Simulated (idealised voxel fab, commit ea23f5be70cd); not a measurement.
The process module that follows is named voxel ribs on slabs.
It is cross-section cut that appears here, measuring 175 nm in width, its square cells being 5 nm in size.
Cross-section format: a grid of square cells, given as bands from top to bottom; each band is one or more rows of cells. Heads up on the band format: heights come first, top then bottom, in nm. After that it's the materials left to right, each with its width in nm. A single material flagged "full width" fills the whole band edge to edge, and "air" means there's empty space there. Where do heights start? At 0: under that level the wafer as delivered is made of one material only. And the lowest band has no floor; it just carries on downward, as in "0..down". So if you see something like "30 to 40" for the width, read it as the top row of the band sitting at the first number and the bottom row at the second, with every row in between moving by the same amount as the last. Take "no alterations made" at face value: in the step it is given for, the cross-section changed in none of its cells. Look at "Trapped void list" for the closed voids: empty spaces with no open path to the top, sized 8 cells or up. Each is width x height at distance, distance from the left edge, all nm. On each step's line, the part that comes after the settings is the simulator's own comment on the step. overlay nm: for a step with a mask, the amount by which the mask lay right of where it was planned; a negative amount means left of it.
# Steps planned for the process
1. RECEIVE [material Si]
2. DIRECTIONAL_DEP [material SiO2] [thk nm 25]
3. DIRECTIONAL_DEP [material polySi] [thk nm 15]
4. DIRECTIONAL_DEP [material aC] [thk nm 10]
5. PATTERN [tone cover] [mask id RIB] [material resist] [width nm 20] [thk nm 25] [overlay nm 0]
6. DIRECTIONAL_ETCH [etch materials aC] [depth nm 10]
7. STRIP [etch materials resist]
8. DIRECTIONAL_ETCH [etch materials polySi] [depth nm 10]
9. STRIP [etch materials aC]
10. PATTERN [tone cover] [mask id SLAB] [material resist] [width nm 70] [thk nm 15] [overlay nm 0]
11. DIRECTIONAL_ETCH [etch materials polySi] [depth nm 5]
12. STRIP [etch materials resist]
13. FILL_DEP [material SiO2] [thk nm 25]
14. CMP [height nm 60]
15. DIRECTIONAL_DEP [material TiN] [thk nm 10]
16. DIRECTIONAL_DEP [material aC] [thk nm 15]
17. PATTERN [tone cover] [mask id HEATER] [material resist] [width nm 30] [thk nm 35] [overlay nm 0]
18. DIRECTIONAL_ETCH [etch materials aC] [depth nm 15]
19. STRIP [etch materials resist]
20. DIRECTIONAL_ETCH [etch materials TiN] [depth nm 10]
21. STRIP [etch materials aC]
22. CONFORMAL_DEP [material SiO2] [thk nm 5]
# The cross-section here shows the wafer as received, i.e. in its state after step 1
> 0..down  Si full width
> Trapped void list: none
# Below is the wafer in cross-section after the module was completed. It began from the starting point shown above and followed the plan shown above, except that one mistake was made while running it
> 75..70  70 nm air; 40 nm SiO2; 65 nm air
> 70..65  70 nm air; 5 nm SiO2; 30 nm TiN; 5 nm SiO2; 65 nm air
> 65..60  75 nm SiO2; 30 nm TiN; 70 nm SiO2
> 60..40  SiO2 full width
> 40..30  75 nm SiO2; 20 nm polySi; 80 nm SiO2
> 30..25  50 nm SiO2; 70 nm polySi; 55 nm SiO2
> 25..0  SiO2 full width
> 0..down  Si full width
> Trapped void list: none
Processing error: step 17 was not run as planned; what actually ran was PATTERN [tone cover] [mask id HEATER] [material resist] [width nm 30] [thk nm 35] [overlay nm 5]
